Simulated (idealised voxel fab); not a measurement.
You're looking at the process module voxel self aligned vias.
This is section cut - it's 145 nm across, gridded in 5 nm square cells.
Format of a cross-section: grid, square cells. Given as bands. Order: top down. Band: one or more rows of cells.
Quick guide to a band line: top height, bottom height (nm) up front; then every material left to right with its width in nm. Only one material and it's marked "throughout"? Then it fills the band edge to edge. And "blank" just means empty space.
We count height from 0. Below that, the starting wafer is all one material. The lowest band never ends at the bottom but goes on down; see "from 0 down" for how that is written.
The two numbers in a width such as "30 to 40" mark its ends across the band: the first belongs to the top row of cells, the second to the bottom row, and from each row to the next the width moves by the same amount.
Key: "remained the same" - step with no changed cell in the cross-section.
Sealed cavities: empty space of 8 cells or more with no open way to the top, each as width x height at its distance from the left edge, in nm
Heads up: the bit after the settings on a step's line is the simulator's remark on that step.
overlay nm: right-of-plan distance of the mask on a masked step; negative values mean left-of-plan.
These are the steps we planned for the process:
1) RECEIVE | material Si
2) CONFORMAL_DEP | material SiO2 | thk nm 15
3) CONFORMAL_DEP | material SiCN | thk nm 5
4) DIRECTIONAL_DEP | material SiO2 | thk nm 20
5) DIRECTIONAL_DEP | material aC | thk nm 15
6) PATTERN | tone open | mask id LINES | material resist | width nm 25 | pitch nm 65 | thk nm 35 | overlay nm 0
7) DIRECTIONAL_ETCH | etch materials aC | depth nm 15
8) STRIP | etch materials resist
9) DIRECTIONAL_ETCH | etch materials SiO2 | depth nm 20
10) STRIP | etch materials aC
11) CONFORMAL_DEP | material TiN | thk nm 5
12) FILL_DEP | material Ru | thk nm 5
13) CMP | height nm 40
14) SELECTIVE_ETCH | etch materials W Ru TiN | depth nm 5
15) FILL_DEP | material SiN | thk nm 5
16) CMP | height nm 40
17) DIRECTIONAL_DEP | material SiO2 | thk nm 20
18) DIRECTIONAL_DEP | material aC | thk nm 10
19) PATTERN | tone open | mask id VIAS | material resist | width nm 45 | thk nm 25 | overlay nm 0
20) DIRECTIONAL_ETCH | etch materials aC | depth nm 10
21) STRIP | etch materials resist
22) DIRECTIONAL_ETCH | etch materials SiO2 | depth nm 20
23) DIRECTIONAL_ETCH | etch materials SiN | depth nm 5
24) STRIP | etch materials aC
25) CONFORMAL_DEP | material TiN | thk nm 5
26) FILL_DEP | material W | thk nm 10
27) CMP | height nm 60
28) CONFORMAL_DEP | material SiN | thk nm 5
First out of two wafers; run went to plan:
Wafer cross-section on receipt, i.e. after step 1:
	from 0 down | Si throughout
	Sealed cavities: none
Cross-section through the wafer, step 2 finished:
	from 15 to 0 | SiO2 throughout
	At heights below 0, the structure remains unaltered.
Cross-section through the wafer, step 3 finished:
	from 20 to 15 | SiCN throughout
	At heights below 15, the structure remains unaltered.
Cross-section through the wafer, step 4 finished:
	from 40 to 20 | SiO2 throughout
	At heights below 20, the structure remains unaltered.
Cross-section through the wafer, step 5 finished:
	from 55 to 40 | aC throughout
	At heights below 40, the structure remains unaltered.
Cross-section through the wafer, step 6 finished:
	from 90 to 55 | resist 25 nm, then blank 25 nm, then resist 40 nm, then blank 25 nm, then resist 30 nm
	At heights below 55, the structure remains unaltered.
Cross-section through the wafer, step 7 finished:
	from 75 to 55 | resist 25 nm, then blank 25 nm, then resist 40 nm, then blank 25 nm, then resist 30 nm
	from 55 to 40 | aC 25 nm, then blank 25 nm, then aC 40 nm, then blank 25 nm, then aC 30 nm
	At heights below 40, the structure remains unaltered.
Cross-section through the wafer, step 8 finished:
	from 55 to 40 | aC 25 nm, then blank 25 nm, then aC 40 nm, then blank 25 nm, then aC 30 nm
	At heights below 40, the structure remains unaltered.
Cross-section through the wafer, step 9 finished:
	from 55 to 40 | aC 25 nm, then blank 25 nm, then aC 40 nm, then blank 25 nm, then aC 30 nm
	from 40 to 20 | SiO2 25 nm, then blank 25 nm, then SiO2 40 nm, then blank 25 nm, then SiO2 30 nm
	At heights below 20, the structure remains unaltered.
Cross-section through the wafer, step 10 finished:
	from 40 to 20 | SiO2 25 nm, then blank 25 nm, then SiO2 40 nm, then blank 25 nm, then SiO2 30 nm
	At heights below 20, the structure remains unaltered.
Cross-section through the wafer, step 11 finished:
	from 45 to 40 | TiN 30 nm, then blank 15 nm, then TiN 50 nm, then blank 15 nm, then TiN 35 nm
	from 40 to 25 | SiO2 25 nm, then TiN 5 nm, then blank 15 nm, then TiN 5 nm, then SiO2 40 nm, then TiN 5 nm, then blank 15 nm, then TiN 5 nm, then SiO2 30 nm
	from 25 to 20 | SiO2 25 nm, then TiN 25 nm, then SiO2 40 nm, then TiN 25 nm, then SiO2 30 nm
	At heights below 20, the structure remains unaltered.
Cross-section through the wafer, step 12 finished:
	from 50 to 45 | Ru throughout
	from 45 to 40 | TiN 30 nm, then Ru 15 nm, then TiN 50 nm, then Ru 15 nm, then TiN 35 nm
	from 40 to 25 | SiO2 25 nm, then TiN 5 nm, then Ru 15 nm, then TiN 5 nm, then SiO2 40 nm, then TiN 5 nm, then Ru 15 nm, then TiN 5 nm, then SiO2 30 nm
	At heights below 25, the structure remains unaltered.
Cross-section through the wafer, step 13 finished:
	from 40 to 25 | SiO2 25 nm, then TiN 5 nm, then Ru 15 nm, then TiN 5 nm, then SiO2 40 nm, then TiN 5 nm, then Ru 15 nm, then TiN 5 nm, then SiO2 30 nm
	At heights below 25, the structure remains unaltered.
Cross-section through the wafer, step 14 finished:
	from 40 to 35 | SiO2 25 nm, then blank 25 nm, then SiO2 40 nm, then blank 25 nm, then SiO2 30 nm
	At heights below 35, the structure remains unaltered.
Cross-section through the wafer, step 15 finished:
	from 45 to 40 | SiN throughout
	from 40 to 35 | SiO2 25 nm, then SiN 25 nm, then SiO2 40 nm, then SiN 25 nm, then SiO2 30 nm
	At heights below 35, the structure remains unaltered.
Cross-section through the wafer, step 16 finished:
	from 40 to 35 | SiO2 25 nm, then SiN 25 nm, then SiO2 40 nm, then SiN 25 nm, then SiO2 30 nm
	At heights below 35, the structure remains unaltered.
Cross-section through the wafer, step 17 finished:
	from 60 to 40 | SiO2 throughout
	At heights below 40, the structure remains unaltered.
Cross-section through the wafer, step 18 finished:
	from 70 to 60 | aC throughout
	At heights below 60, the structure remains unaltered.
Cross-section through the wafer, step 19 finished:
	from 95 to 70 | resist 15 nm, then blank 45 nm, then resist 85 nm
	At heights below 70, the structure remains unaltered.
Cross-section through the wafer, step 20 finished:
	from 85 to 70 | resist 15 nm, then blank 45 nm, then resist 85 nm
	from 70 to 60 | aC 15 nm, then blank 45 nm, then aC 85 nm
	At heights below 60, the structure remains unaltered.
Cross-section through the wafer, step 21 finished:
	from 70 to 60 | aC 15 nm, then blank 45 nm, then aC 85 nm
	At heights below 60, the structure remains unaltered.
Cross-section through the wafer, step 22 finished:
	from 70 to 60 | aC 15 nm, then blank 45 nm, then aC 85 nm
	from 60 to 40 | SiO2 15 nm, then blank 45 nm, then SiO2 85 nm
	At heights below 40, the structure remains unaltered.
Cross-section through the wafer, step 23 finished:
	from 70 to 60 | aC 15 nm, then blank 45 nm, then aC 85 nm
	from 60 to 40 | SiO2 15 nm, then blank 45 nm, then SiO2 85 nm
	from 40 to 35 | SiO2 25 nm, then blank 25 nm, then SiO2 40 nm, then SiN 25 nm, then SiO2 30 nm
	At heights below 35, the structure remains unaltered.
Cross-section through the wafer, step 24 finished:
	from 60 to 40 | SiO2 15 nm, then blank 45 nm, then SiO2 85 nm
	At heights below 40, the structure remains unaltered.
Cross-section through the wafer, step 25 finished:
	from 65 to 60 | TiN 20 nm, then blank 35 nm, then TiN 90 nm
	from 60 to 45 | SiO2 15 nm, then TiN 5 nm, then blank 35 nm, then TiN 5 nm, then SiO2 85 nm
	from 45 to 40 | SiO2 15 nm, then TiN 15 nm, then blank 15 nm, then TiN 15 nm, then SiO2 85 nm
	from 40 to 35 | SiO2 25 nm, then TiN 25 nm, then SiO2 40 nm, then SiN 25 nm, then SiO2 30 nm
	At heights below 35, the structure remains unaltered.
Cross-section through the wafer, step 26 finished:
	from 75 to 65 | W throughout
	from 65 to 60 | TiN 20 nm, then W 35 nm, then TiN 90 nm
	from 60 to 45 | SiO2 15 nm, then TiN 5 nm, then W 35 nm, then TiN 5 nm, then SiO2 85 nm
	from 45 to 40 | SiO2 15 nm, then TiN 15 nm, then W 15 nm, then TiN 15 nm, then SiO2 85 nm
	At heights below 40, the structure remains unaltered.
Cross-section through the wafer, step 27 finished:
	from 60 to 45 | SiO2 15 nm, then TiN 5 nm, then W 35 nm, then TiN 5 nm, then SiO2 85 nm
	At heights below 45, the structure remains unaltered.
Cross-section through the wafer, step 28 finished:
	from 65 to 60 | SiN throughout
	At heights below 60, the structure remains unaltered.
For the second wafer, take the first wafer's start and plan, then add one mistake made in running it; everything through step 5, that step included, is shared with the first:
Second wafer: cross-section at the scheduled end of step 6:
	from 90 to 55 | resist 30 nm, then blank 25 nm, then resist 40 nm, then blank 25 nm, then resist 25 nm
	At heights below 55, the structure remains unaltered.
Second wafer: cross-section at the scheduled end of step 7:
	from 75 to 55 | resist 30 nm, then blank 25 nm, then resist 40 nm, then blank 25 nm, then resist 25 nm
	from 55 to 40 | aC 30 nm, then blank 25 nm, then aC 40 nm, then blank 25 nm, then aC 25 nm
	At heights below 40, the structure remains unaltered.
Second wafer: cross-section at the scheduled end of step 8:
	from 55 to 40 | aC 30 nm, then blank 25 nm, then aC 40 nm, then blank 25 nm, then aC 25 nm
	At heights below 40, the structure remains unaltered.
Second wafer: cross-section at the scheduled end of step 9:
	from 55 to 40 | aC 30 nm, then blank 25 nm, then aC 40 nm, then blank 25 nm, then aC 25 nm
	from 40 to 20 | SiO2 30 nm, then blank 25 nm, then SiO2 40 nm, then blank 25 nm, then SiO2 25 nm
	At heights below 20, the structure remains unaltered.
Second wafer: cross-section at the scheduled end of step 10:
	from 40 to 20 | SiO2 30 nm, then blank 25 nm, then SiO2 40 nm, then blank 25 nm, then SiO2 25 nm
	At heights below 20, the structure remains unaltered.
Second wafer: cross-section at the scheduled end of step 11:
	from 45 to 40 | TiN 35 nm, then blank 15 nm, then TiN 50 nm, then blank 15 nm, then TiN 30 nm
	from 40 to 25 | SiO2 30 nm, then TiN 5 nm, then blank 15 nm, then TiN 5 nm, then SiO2 40 nm, then TiN 5 nm, then blank 15 nm, then TiN 5 nm, then SiO2 25 nm
	from 25 to 20 | SiO2 30 nm, then TiN 25 nm, then SiO2 40 nm, then TiN 25 nm, then SiO2 25 nm
	At heights below 20, the structure remains unaltered.
Second wafer: cross-section at the scheduled end of step 12:
	from 50 to 45 | Ru throughout
	from 45 to 40 | TiN 35 nm, then Ru 15 nm, then TiN 50 nm, then Ru 15 nm, then TiN 30 nm
	from 40 to 25 | SiO2 30 nm, then TiN 5 nm, then Ru 15 nm, then TiN 5 nm, then SiO2 40 nm, then TiN 5 nm, then Ru 15 nm, then TiN 5 nm, then SiO2 25 nm
	At heights below 25, the structure remains unaltered.
Second wafer: cross-section at the scheduled end of step 13:
	from 40 to 25 | SiO2 30 nm, then TiN 5 nm, then Ru 15 nm, then TiN 5 nm, then SiO2 40 nm, then TiN 5 nm, then Ru 15 nm, then TiN 5 nm, then SiO2 25 nm
	At heights below 25, the structure remains unaltered.
Second wafer: cross-section at the scheduled end of step 14:
	from 40 to 35 | SiO2 30 nm, then blank 25 nm, then SiO2 40 nm, then blank 25 nm, then SiO2 25 nm
	At heights below 35, the structure remains unaltered.
Second wafer: cross-section at the scheduled end of step 15:
	from 45 to 40 | SiN throughout
	from 40 to 35 | SiO2 30 nm, then SiN 25 nm, then SiO2 40 nm, then SiN 25 nm, then SiO2 25 nm
	At heights below 35, the structure remains unaltered.
Second wafer: cross-section at the scheduled end of step 16:
	from 40 to 35 | SiO2 30 nm, then SiN 25 nm, then SiO2 40 nm, then SiN 25 nm, then SiO2 25 nm
	At heights below 35, the structure remains unaltered.
Second wafer: cross-section at the scheduled end of step 17:
	from 60 to 40 | SiO2 throughout
	At heights below 40, the structure remains unaltered.
Second wafer: cross-section at the scheduled end of step 18:
	from 70 to 60 | aC throughout
	At heights below 60, the structure remains unaltered.
Second wafer: cross-section at the scheduled end of step 19:
	from 95 to 70 | resist 15 nm, then blank 45 nm, then resist 85 nm
	At heights below 70, the structure remains unaltered.
Second wafer: cross-section at the scheduled end of step 20:
	from 85 to 70 | resist 15 nm, then blank 45 nm, then resist 85 nm
	from 70 to 60 | aC 15 nm, then blank 45 nm, then aC 85 nm
	At heights below 60, the structure remains unaltered.
Second wafer: cross-section at the scheduled end of step 21:
	from 70 to 60 | aC 15 nm, then blank 45 nm, then aC 85 nm
	At heights below 60, the structure remains unaltered.
Second wafer: cross-section at the scheduled end of step 22:
	from 70 to 60 | aC 15 nm, then blank 45 nm, then aC 85 nm
	from 60 to 40 | SiO2 15 nm, then blank 45 nm, then SiO2 85 nm
	At heights below 40, the structure remains unaltered.
Second wafer: cross-section at the scheduled end of step 23:
	from 70 to 60 | aC 15 nm, then blank 45 nm, then aC 85 nm
	from 60 to 40 | SiO2 15 nm, then blank 45 nm, then SiO2 85 nm
	from 40 to 35 | SiO2 30 nm, then blank 25 nm, then SiO2 40 nm, then SiN 25 nm, then SiO2 25 nm
	At heights below 35, the structure remains unaltered.
Second wafer: cross-section at the scheduled end of step 24:
	from 60 to 40 | SiO2 15 nm, then blank 45 nm, then SiO2 85 nm
	At heights below 40, the structure remains unaltered.
Second wafer: cross-section at the scheduled end of step 25:
	from 65 to 60 | TiN 20 nm, then blank 35 nm, then TiN 90 nm
	from 60 to 45 | SiO2 15 nm, then TiN 5 nm, then blank 35 nm, then TiN 5 nm, then SiO2 85 nm
	from 45 to 40 | SiO2 15 nm, then TiN 20 nm, then blank 15 nm, then TiN 10 nm, then SiO2 85 nm
	from 40 to 35 | SiO2 30 nm, then TiN 25 nm, then SiO2 40 nm, then SiN 25 nm, then SiO2 25 nm
	At heights below 35, the structure remains unaltered.
Second wafer: cross-section at the scheduled end of step 26:
	from 75 to 65 | W throughout
	from 65 to 60 | TiN 20 nm, then W 35 nm, then TiN 90 nm
	from 60 to 45 | SiO2 15 nm, then TiN 5 nm, then W 35 nm, then TiN 5 nm, then SiO2 85 nm
	from 45 to 40 | SiO2 15 nm, then TiN 20 nm, then W 15 nm, then TiN 10 nm, then SiO2 85 nm
	At heights below 40, the structure remains unaltered.
Second wafer: cross-section at the scheduled end of step 27:
	from 60 to 45 | SiO2 15 nm, then TiN 5 nm, then W 35 nm, then TiN 5 nm, then SiO2 85 nm
	At heights below 45, the structure remains unaltered.
Second wafer: cross-section at the scheduled end of step 28:
	from 65 to 60 | SiN throughout
	At heights below 60, the structure remains unaltered.
So what did we get wrong on this run? step 6 was not run as planned; what actually ran was PATTERN | tone open | mask id LINES | material resist | width nm 25 | pitch nm 65 | thk nm 35 | overlay nm 5
The two final wafers agree on how many cells each material fills and disagree on which cells those are.
